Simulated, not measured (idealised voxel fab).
Process module under the name voxel transistor to metal
Shown is cross-section cut, with a width of 210 nm and square cells of size 5 nm.
If you're reading a cross-section in this doc, picture square cells in a grid; it comes to you as bands, top ones listed first down to the bottom, and a band can be one or more rows of cells. What a band's entry tells you: where the top is and where the bottom is, as heights in nm, and after that what lies inside, material by material from left to right, each with its width in nm. Empty space is written as the word "air", and a single material marked with the word "throughout" occupies the band from edge to edge. Basically, 0 is our baseline, since under it the wafer straight out of the box is all one material. The bottom band has no lower end and keeps on going down, so it looks like "0 down". So if you see something like "30 to 40" for the width, read it as the top row of the band sitting at the first number and the bottom row at the second, with every row in between moving by the same amount as the last. "nothing was modified", as given for a step, is the statement that not any cell of the cross-section underwent a change during that step. Entrapped voids: empty space of 8 cells or more with no open way to the top, each as width x height at its distance from the left edge, in nm. That trailing text on a step's line, after the settings, is the simulator's own remark on the step. Regarding "overlay nm": on a step with a mask, it is the distance the mask lay to the right of its planned place; a negative value places it to the left.

So here's the lineup of process steps we planned
step 1: RECEIVE [material Si]
step 2: OXIDIZE [depth nm 5]
step 3: CONFORMAL_DEP [material SiN] [thk nm 10]
step 4: DIRECTIONAL_DEP [material aC] [thk nm 10]
step 5: PATTERN [tone cover] [mask id ACTIVE] [material resist] [width nm 85] [thk nm 30] [overlay nm 0]
step 6: DIRECTIONAL_ETCH [etch materials aC] [depth nm 10]
step 7: STRIP [etch materials resist]
step 8: DIRECTIONAL_ETCH [etch materials SiN] [depth nm 10]
step 9: DIRECTIONAL_ETCH [etch materials SiO2] [depth nm 5]
step 10: DIRECTIONAL_ETCH [etch materials Si] [depth nm 25]
step 11: STRIP [etch materials aC]
step 12: OXIDIZE [depth nm 5]
step 13: FILL_DEP [material SiO2] [thk nm 15]
step 14: CMP [height nm 10]
step 15: SELECTIVE_ETCH [etch materials SiO2] [depth nm 5]
step 16: STRIP [etch materials SiN]
step 17: SELECTIVE_ETCH [etch materials SiO2] [depth nm 5]
step 18: OXIDIZE [depth nm 5]
step 19: DIRECTIONAL_DEP [material polySi] [thk nm 25]
step 20: DIRECTIONAL_DEP [material SiCN] [thk nm 10]
step 21: DIRECTIONAL_DEP [material aC] [thk nm 15]
step 22: PATTERN [tone cover] [mask id GATE] [material resist] [width nm 15] [thk nm 35] [overlay nm 0]
step 23: DIRECTIONAL_ETCH [etch materials aC] [depth nm 15]
step 24: STRIP [etch materials resist]
step 25: DIRECTIONAL_ETCH [etch materials SiCN] [depth nm 20]
step 26: DIRECTIONAL_ETCH [etch materials polySi] [depth nm 35]
step 27: STRIP [etch materials aC]
step 28: CONFORMAL_DEP [material SiO2] [thk nm 5]
step 29: DIRECTIONAL_ETCH [etch materials SiO2] [depth nm 5]
step 30: CONFORMAL_DEP [material SiN] [thk nm 5]
step 31: DIRECTIONAL_ETCH [etch materials SiN] [depth nm 5]
step 32: DIRECTIONAL_ETCH [etch materials SiO2] [depth nm 5]
step 33: EPI [material pSi] [thk nm 5]
step 34: FILL_DEP [material SiO2] [thk nm 10]
step 35: CMP [height nm 30]
step 36: DIRECTIONAL_DEP [material SiO2] [thk nm 15]
step 37: PATTERN [tone open] [mask id CONTACT] [material resist] [width nm 25] [pitch nm 50] [thk nm 20] [overlay nm 0]
step 38: DIRECTIONAL_ETCH [etch materials SiO2] [depth nm 50]
step 39: STRIP [etch materials resist]
step 40: CONFORMAL_DEP [material TiN] [thk nm 5]
step 41: FILL_DEP [material W] [thk nm 5]
step 42: CMP [height nm 45]
step 43: CONFORMAL_DEP [material SiN] [thk nm 5]
step 44: DIRECTIONAL_DEP [material lowk] [thk nm 25]
step 45: DIRECTIONAL_DEP [material aC] [thk nm 10]
step 46: PATTERN [tone open] [mask id METAL_1] [material resist] [width nm 15] [pitch nm 60] [thk nm 25] [overlay nm 0]
step 47: DIRECTIONAL_ETCH [etch materials aC] [depth nm 10]
step 48: STRIP [etch materials resist]
step 49: DIRECTIONAL_ETCH [etch materials lowk] [depth nm 25]
step 50: DIRECTIONAL_ETCH [etch materials SiN] [depth nm 5]
step 51: STRIP [etch materials aC]
step 52: CONFORMAL_DEP [material TiN] [thk nm 5]
step 53: FILL_DEP [material W] [thk nm 10]
step 54: CMP [height nm 75]
step 55: CONFORMAL_DEP [material SiCN] [thk nm 5]
step 56: DIRECTIONAL_DEP [material lowk] [thk nm 35]
step 57: PATTERN [tone open] [mask id METAL_2] [material resist] [width nm 15] [pitch nm 60] [thk nm 20] [overlay nm 0]
step 58: DIRECTIONAL_ETCH [etch materials lowk] [depth nm 20]
step 59: STRIP [etch materials resist]
step 60: PATTERN [tone open] [mask id METAL_2_HOLES] [material resist] [width nm 15] [pitch nm 60] [thk nm 15] [overlay nm 0]
step 61: DIRECTIONAL_ETCH [etch materials lowk] [depth nm 15]
step 62: DIRECTIONAL_ETCH [etch materials SiCN] [depth nm 5]
step 63: STRIP [etch materials resist]
step 64: CONFORMAL_DEP [material TiN] [thk nm 5]
step 65: FILL_DEP [material Cu] [thk nm 5]
step 66: CMP [height nm 115]
step 67: CONFORMAL_DEP [material SiN] [thk nm 5]

Wafer at receipt (post step 1), cross-section
0 down = Si throughout
Entrapped voids: none

Cross-section taken at module completion on the first of two wafers; processed per the plan
120 to 115 = SiN throughout
115 to 80 = lowk (65); TiN (5); Cu (5); TiN (5); lowk (45); TiN (5); Cu (5); TiN (5); lowk (70)
80 to 75 = SiCN (65); TiN (15); SiCN (45); TiN (15); SiCN (70)
75 to 50 = lowk (65); TiN (5); W (5); TiN (5); lowk (45); TiN (5); W (5); TiN (5); lowk (70)
50 to 45 = SiN (65); TiN (15); SiN (45); TiN (15); SiN (70)
45 to 35 = SiO2 (65); TiN (5); W (15); TiN (5); SiO2 (25); TiN (5); W (15); TiN (5); SiO2 (70)
35 to 30 = SiO2 (65); TiN (5); W (10); TiN (10); SiO2 (25); TiN (10); W (10); TiN (5); SiO2 (70)
30 to 20 = SiO2 (65); TiN (5); W (10); TiN (5); SiN (5); SiO2 (5); SiCN (15); SiO2 (5); SiN (5); TiN (5); W (10); TiN (5); SiO2 (70)
20 to 0 = SiO2 (65); TiN (5); W (10); TiN (5); SiN (5); SiO2 (5); polySi (15); SiO2 (5); SiN (5); TiN (5); W (10); TiN (5); SiO2 (70)
0 to -5 = SiO2 (60); SiN (5); TiN (20); SiN (5); SiO2 (5); polySi (15); SiO2 (5); SiN (5); TiN (20); SiN (5); SiO2 (65)
-5 to -10 = SiO2 (65); pSi (20); SiO2 (35); pSi (20); SiO2 (70)
-10 to -35 = SiO2 (65); Si (75); SiO2 (70)
-35 down = Si throughout
Entrapped voids: none

second wafer at the end: like start, like plan, one mistake
120 to 115 = SiN throughout
115 to 80 = lowk (65); TiN (5); Cu (5); TiN (5); lowk (45); TiN (5); Cu (5); TiN (5); lowk (70)
80 to 75 = SiCN (65); TiN (15); SiCN (45); TiN (15); SiCN (70)
75 to 50 = lowk (75); TiN (5); W (5); TiN (5); lowk (45); TiN (5); W (5); TiN (5); lowk (60)
50 to 45 = SiN (75); TiN (15); SiN (45); TiN (15); SiN (60)
45 to 35 = SiO2 (65); TiN (5); W (15); TiN (5); SiO2 (25); TiN (5); W (15); TiN (5); SiO2 (70)
35 to 30 = SiO2 (65); TiN (5); W (10); TiN (10); SiO2 (25); TiN (10); W (10); TiN (5); SiO2 (70)
30 to 20 = SiO2 (65); TiN (5); W (10); TiN (5); SiN (5); SiO2 (5); SiCN (15); SiO2 (5); SiN (5); TiN (5); W (10); TiN (5); SiO2 (70)
20 to 0 = SiO2 (65); TiN (5); W (10); TiN (5); SiN (5); SiO2 (5); polySi (15); SiO2 (5); SiN (5); TiN (5); W (10); TiN (5); SiO2 (70)
0 to -5 = SiO2 (60); SiN (5); TiN (20); SiN (5); SiO2 (5); polySi (15); SiO2 (5); SiN (5); TiN (20); SiN (5); SiO2 (65)
-5 to -10 = SiO2 (65); pSi (20); SiO2 (35); pSi (20); SiO2 (70)
-10 to -35 = SiO2 (65); Si (75); SiO2 (70)
-35 down = Si throughout
Entrapped voids: none
What was done differently from what was planned? step 46 ran differently from the plan; actual operation with settings: PATTERN [tone open] [mask id METAL_1] [material resist] [width nm 15] [pitch nm 60] [thk nm 25] [overlay nm 10]
The two final wafers agree on how many cells each material fills and disagree on which cells those are.
